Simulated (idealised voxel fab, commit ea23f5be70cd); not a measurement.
A process module follows: voxel ribs on slabs.
Pictured: cross-section cut, 215 nm wide, on a grid of 5 nm square cells.
Cross-section = grid of square cells, listed top down in bands; band = one or more rows. Read a band's entry like this: the first values are the height of its top and the height of its bottom in nm, and what follows is the sequence of materials from left to right, each with its width in nm. Note that "blank" is empty space, and that a single material marked "everywhere" reaches across the band from edge to edge. The reference from which all heights are counted is 0, the level beneath which the as-received wafer is entirely one material; the lowest band, having no lower bound, proceeds downward and is written after the example "z 0 and below". You'd read "30 to 40" like this: the band's top row of cells is as wide as the first number, its bottom row is as wide as the second, and going down, every row changes width by the same amount as the row before did. No cell of the cross-section changed in a step that is given as "remained unchanged". Basically, "Cavities, closed" tells you about the enclosed voids: empty spaces with no open way to the top, 8 cells or bigger, each written width x height at distance, where distance is from the left edge, all in nm. Note: text after step settings on the step line = simulator remark on that step. Steps that use a mask can have "overlay nm" on their line. It says how far the mask sat to the right of where it was meant to be. Negative means to the left.
**Steps planned for the process**
1) RECEIVE, material Si
2) DIRECTIONAL_DEP, material SiO2, thk nm 30
3) DIRECTIONAL_DEP, material polySi, thk nm 25
4) DIRECTIONAL_DEP, material aC, thk nm 15
5) PATTERN, tone cover, mask id RIB, material resist, width nm 15, thk nm 35, overlay nm 0
6) DIRECTIONAL_ETCH, etch materials aC, depth nm 15
7) STRIP, etch materials resist
8) DIRECTIONAL_ETCH, etch materials polySi, depth nm 20
9) STRIP, etch materials aC
10) DIRECTIONAL_DEP, material aC, thk nm 10
11) PATTERN, tone cover, mask id SLAB, material resist, width nm 55, thk nm 30, overlay nm 0
12) DIRECTIONAL_ETCH, etch materials aC, depth nm 10
13) STRIP, etch materials resist
14) DIRECTIONAL_ETCH, etch materials polySi, depth nm 5
15) STRIP, etch materials aC
16) FILL_DEP, material SiO2, thk nm 25
17) CMP, height nm 70
18) DIRECTIONAL_DEP, material W, thk nm 5
19) MASKED_ETCH, tone cover, mask id HEATER, width nm 25, etch materials W, depth nm 5, overlay nm 0
20) CONFORMAL_DEP, material SiN, thk nm 5
**first wafer, as planned**
**Received-state cross-section, reflecting completion of step 1**
z 0 and below  Si everywhere
Cavities, closed: none
**Step 2 complete: cross-section through the wafer**
z 30 to 0  SiO2 everywhere
Below a height of 0, the structure has not been altered.
**Step 3 complete: cross-section through the wafer**
z 55 to 30  polySi everywhere
Below a height of 30, the structure has not been altered.
**Step 4 complete: cross-section through the wafer**
z 70 to 55  aC everywhere
Below a height of 55, the structure has not been altered.
**Step 5 complete: cross-section through the wafer**
z 105 to 70  blank 100, then resist 15, then blank 100
Below a height of 70, the structure has not been altered.
**Step 6 complete: cross-section through the wafer**
z 90 to 70  blank 100, then resist 15, then blank 100
z 70 to 55  blank 100, then aC 15, then blank 100
Below a height of 55, the structure has not been altered.
**Step 7 complete: cross-section through the wafer**
z 70 to 55  blank 100, then aC 15, then blank 100
Below a height of 55, the structure has not been altered.
**Step 8 complete: cross-section through the wafer**
z 70 to 55  blank 100, then aC 15, then blank 100
z 55 to 35  blank 100, then polySi 15, then blank 100
Below a height of 35, the structure has not been altered.
**Step 9 complete: cross-section through the wafer**
z 55 to 35  blank 100, then polySi 15, then blank 100
Below a height of 35, the structure has not been altered.
**Step 10 complete: cross-section through the wafer**
z 65 to 55  blank 100, then aC 15, then blank 100
z 55 to 45  blank 100, then polySi 15, then blank 100
z 45 to 35  aC 100, then polySi 15, then aC 100
Below a height of 35, the structure has not been altered.
**Step 11 complete: cross-section through the wafer**
z 95 to 65  blank 80, then resist 55, then blank 80
z 65 to 55  blank 80, then resist 20, then aC 15, then resist 20, then blank 80
z 55 to 45  blank 80, then resist 20, then polySi 15, then resist 20, then blank 80
Below a height of 45, the structure has not been altered.
**Step 12 complete: cross-section through the wafer**
z 85 to 65  blank 80, then resist 55, then blank 80
z 65 to 55  blank 80, then resist 20, then aC 15, then resist 20, then blank 80
z 55 to 45  blank 80, then resist 20, then polySi 15, then resist 20, then blank 80
z 45 to 35  blank 80, then aC 20, then polySi 15, then aC 20, then blank 80
Below a height of 35, the structure has not been altered.
**Step 13 complete: cross-section through the wafer**
z 65 to 55  blank 100, then aC 15, then blank 100
z 55 to 45  blank 100, then polySi 15, then blank 100
Below a height of 45, the structure has not been altered.
**Step 14 complete: cross-section through the wafer**
z 65 to 55  blank 100, then aC 15, then blank 100
z 55 to 45  blank 100, then polySi 15, then blank 100
z 45 to 35  blank 80, then aC 20, then polySi 15, then aC 20, then blank 80
z 35 to 30  blank 80, then polySi 55, then blank 80
Below a height of 30, the structure has not been altered.
**Step 15 complete: cross-section through the wafer**
z 55 to 35  blank 100, then polySi 15, then blank 100
Below a height of 35, the structure has not been altered.
**Step 16 complete: cross-section through the wafer**
z 80 to 55  SiO2 everywhere
z 55 to 35  SiO2 100, then polySi 15, then SiO2 100
z 35 to 30  SiO2 80, then polySi 55, then SiO2 80
Below a height of 30, the structure has not been altered.
**Step 17 complete: cross-section through the wafer**
z 70 to 55  SiO2 everywhere
Below a height of 55, the structure has not been altered.
**Step 18 complete: cross-section through the wafer**
z 75 to 70  W everywhere
Below a height of 70, the structure has not been altered.
**Step 19 complete: cross-section through the wafer**
z 75 to 70  blank 95, then W 25, then blank 95
Below a height of 70, the structure has not been altered.
**Step 20 complete: cross-section through the wafer**
z 80 to 75  blank 90, then SiN 35, then blank 90
z 75 to 70  SiN 95, then W 25, then SiN 95
Below a height of 70, the structure has not been altered.
**Wafer two. Identical start, identical plan. One mistake in execution. Identical history through step 4**
**Cross-section of the second wafer corresponding to the planned conclusion of step 5**
z 105 to 70  resist 100, then blank 15, then resist 100
Below a height of 70, the structure has not been altered.
**Cross-section of the second wafer corresponding to the planned conclusion of step 6**
z 90 to 70  resist 100, then blank 15, then resist 100
z 70 to 55  aC 100, then blank 15, then aC 100
Below a height of 55, the structure has not been altered.
**Cross-section of the second wafer corresponding to the planned conclusion of step 7**
z 70 to 55  aC 100, then blank 15, then aC 100
Below a height of 55, the structure has not been altered.
**Cross-section of the second wafer corresponding to the planned conclusion of step 8**
z 70 to 55  aC 100, then blank 15, then aC 100
z 55 to 35  polySi 100, then blank 15, then polySi 100
Below a height of 35, the structure has not been altered.
**Cross-section of the second wafer corresponding to the planned conclusion of step 9**
z 55 to 35  polySi 100, then blank 15, then polySi 100
Below a height of 35, the structure has not been altered.
**Cross-section of the second wafer corresponding to the planned conclusion of step 10**
z 65 to 55  aC 100, then blank 15, then aC 100
z 55 to 45  polySi 100, then blank 15, then polySi 100
z 45 to 35  polySi 100, then aC 15, then polySi 100
Below a height of 35, the structure has not been altered.
**Cross-section of the second wafer corresponding to the planned conclusion of step 11**
z 95 to 65  blank 80, then resist 55, then blank 80
z 65 to 55  aC 100, then resist 15, then aC 100
z 55 to 45  polySi 100, then resist 15, then polySi 100
Below a height of 45, the structure has not been altered.
**Cross-section of the second wafer corresponding to the planned conclusion of step 12**
z 85 to 65  blank 80, then resist 55, then blank 80
z 65 to 55  blank 80, then aC 20, then resist 15, then aC 20, then blank 80
Below a height of 55, the structure has not been altered.
**Cross-section of the second wafer corresponding to the planned conclusion of step 13**
z 65 to 55  blank 80, then aC 20, then blank 15, then aC 20, then blank 80
z 55 to 45  polySi 100, then blank 15, then polySi 100
Below a height of 45, the structure has not been altered.
**Cross-section of the second wafer corresponding to the planned conclusion of step 14**
z 65 to 55  blank 80, then aC 20, then blank 15, then aC 20, then blank 80
z 55 to 50  blank 80, then polySi 20, then blank 15, then polySi 20, then blank 80
Below a height of 50, the structure has not been altered.
**Cross-section of the second wafer corresponding to the planned conclusion of step 15**
z 55 to 50  blank 80, then polySi 20, then blank 15, then polySi 20, then blank 80
z 50 to 35  polySi 100, then blank 15, then polySi 100
Below a height of 35, the structure has not been altered.
**Cross-section of the second wafer corresponding to the planned conclusion of step 16**
z 80 to 55  SiO2 everywhere
z 55 to 50  SiO2 80, then polySi 20, then SiO2 15, then polySi 20, then SiO2 80
z 50 to 35  polySi 100, then SiO2 15, then polySi 100
Below a height of 35, the structure has not been altered.
**Cross-section of the second wafer corresponding to the planned conclusion of step 17**
z 70 to 55  SiO2 everywhere
Below a height of 55, the structure has not been altered.
**Cross-section of the second wafer corresponding to the planned conclusion of step 18**
z 75 to 70  W everywhere
Below a height of 70, the structure has not been altered.
**Cross-section of the second wafer corresponding to the planned conclusion of step 19**
z 75 to 70  blank 95, then W 25, then blank 95
Below a height of 70, the structure has not been altered.
**Cross-section of the second wafer corresponding to the planned conclusion of step 20**
z 80 to 75  blank 90, then SiN 35, then blank 90
z 75 to 70  SiN 95, then W 25, then SiN 95
Below a height of 70, the structure has not been altered.
Diagnosis: step 5 was run on a setting that differed from the plan, and what really ran there is PATTERN, tone open, mask id RIB, material resist, width nm 15, thk nm 35, overlay nm 0
Final difference in cells, second wafer against first, listed per material as more or fewer: -148 SiO2 | +148 polySi
